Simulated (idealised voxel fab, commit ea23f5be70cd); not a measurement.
Presented below is a process module, voxel plated lines.
In the cross-section labelled cut, the width is 155 nm and each square cell is 5 nm.
For the purposes of this document, a cross-section shall be understood as a grid of square cells, specified as bands listed in top-to-bottom order, each band consisting of one or more rows of cells. The band entry comprises the height of the band's top followed by the height of its bottom, expressed in nm, and subsequently the band's materials from left to right, each stated together with its width in nm. Where a single material is marked with the word "all across", that material fills the band from edge to edge. The word "blank" represents empty space. Where do heights start? At 0: under that level the wafer as delivered is made of one material only. And the lowest band has no floor; it just carries on downward, as in "from 0 down". Per-row width for "30..40": begins at first number (top row of band), ends at second number (bottom row), increment between rows held constant. Given "remained the same" for a step, no cell of the cross-section differs between before and after that step. "Closed internal voids": sealed empty spaces, 8 cells or more, no open way to top, listed width x height at distance, with distance from the left edge and width, height and distance in nm. Where a step's line continues beyond its settings, the continuation is a remark by the simulator itself on that step. If you see "overlay nm" on a step's line and that step has a mask, it's telling you how far right of where it was planned the mask ended up; a negative number means it went left instead.
LIST OF PLANNED PROCESS STEPS
1) RECEIVE,material Si
2) CONFORMAL_DEP,material Al2O3,thk nm 15
3) DIRECTIONAL_DEP,material TiN,thk nm 5
4) PATTERN,tone open,mask id LINES,material resist,width nm 15,pitch nm 30,thk nm 40,overlay nm 0
5) EPI,material Ru,thk nm 10
6) EPI,material Ru,thk nm 5
7) EPI,material Ru,thk nm 5
8) STRIP,etch materials resist
9) DIRECTIONAL_ETCH,etch materials TiN,depth nm 5
10) CONFORMAL_DEP,material SiO2,thk nm 10
CONCERNING THE FIRST OF TWO WAFERS, WHICH WAS RUN IN ACCORDANCE WITH THE PLAN
AS-RECEIVED STATE OF THE WAFER IN CROSS-SECTION, EQUIVALENT TO POST-STEP 1
	from 0 down: Si all across
	Closed internal voids: none
HOW THE WAFER STANDS IN SECTION AFTER STEP 2
	from 15 to 0: Al2O3 all across
	Below 0, no change.
HOW THE WAFER STANDS IN SECTION AFTER STEP 3
	from 20 to 15: TiN all across
	Below 15, no change.
HOW THE WAFER STANDS IN SECTION AFTER STEP 4
	from 60 to 20: resist=55; blank=15; resist=15; blank=15; resist=55
	Below 20, no change.
HOW THE WAFER STANDS IN SECTION AFTER STEP 5
	from 60 to 30: resist=55; blank=15; resist=15; blank=15; resist=55
	from 30 to 20: resist=55; Ru=15; resist=15; Ru=15; resist=55
	Below 20, no change.
HOW THE WAFER STANDS IN SECTION AFTER STEP 6
	from 60 to 35: resist=55; blank=15; resist=15; blank=15; resist=55
	from 35 to 20: resist=55; Ru=15; resist=15; Ru=15; resist=55
	Below 20, no change.
HOW THE WAFER STANDS IN SECTION AFTER STEP 7
	from 60 to 40: resist=55; blank=15; resist=15; blank=15; resist=55
	from 40 to 20: resist=55; Ru=15; resist=15; Ru=15; resist=55
	Below 20, no change.
HOW THE WAFER STANDS IN SECTION AFTER STEP 8
	from 40 to 20: blank=55; Ru=15; blank=15; Ru=15; blank=55
	Below 20, no change.
HOW THE WAFER STANDS IN SECTION AFTER STEP 9
	from 40 to 20: blank=55; Ru=15; blank=15; Ru=15; blank=55
	from 20 to 15: blank=55; TiN=15; blank=15; TiN=15; blank=55
	Below 15, no change.
HOW THE WAFER STANDS IN SECTION AFTER STEP 10
	from 50 to 40: blank=45; SiO2=65; blank=45
	from 40 to 25: blank=45; SiO2=10; Ru=15; SiO2=15; Ru=15; SiO2=10; blank=45
	from 25 to 20: SiO2=55; Ru=15; SiO2=15; Ru=15; SiO2=55
	from 20 to 15: SiO2=55; TiN=15; SiO2=15; TiN=15; SiO2=55
	Below 15, no change.
THE SECOND WAFER: COMMON ORIGIN AND PLAN, ONE MISTAKE IN EXECUTION, IDENTICAL TO THE FIRST THROUGH STEP 3
Second wafer cross-section, taken as of the time the plan sets for step 4 to be done: remained the same
SECOND WAFER CROSS-SECTION, TAKEN AS OF THE TIME THE PLAN SETS FOR STEP 5 TO BE DONE
	from 30 to 20: Ru all across
	Below 20, no change.
SECOND WAFER CROSS-SECTION, TAKEN AS OF THE TIME THE PLAN SETS FOR STEP 6 TO BE DONE
	from 35 to 20: Ru all across
	Below 20, no change.
SECOND WAFER CROSS-SECTION, TAKEN AS OF THE TIME THE PLAN SETS FOR STEP 7 TO BE DONE
	from 40 to 20: Ru all across
	Below 20, no change.
Second wafer cross-section, taken as of the time the plan sets for step 8 to be done: remained the same
Second wafer cross-section, taken as of the time the plan sets for step 9 to be done: remained the same
SECOND WAFER CROSS-SECTION, TAKEN AS OF THE TIME THE PLAN SETS FOR STEP 10 TO BE DONE
	from 50 to 40: SiO2 all across
	Below 40, no change.
Short version of what went wrong: step 4 of the plan: omitted, not performed
Per the end-of-run cell counts, the second wafer holds more or fewer of some materials than the first: +100 Ru | -35 SiO2 | +25 TiN
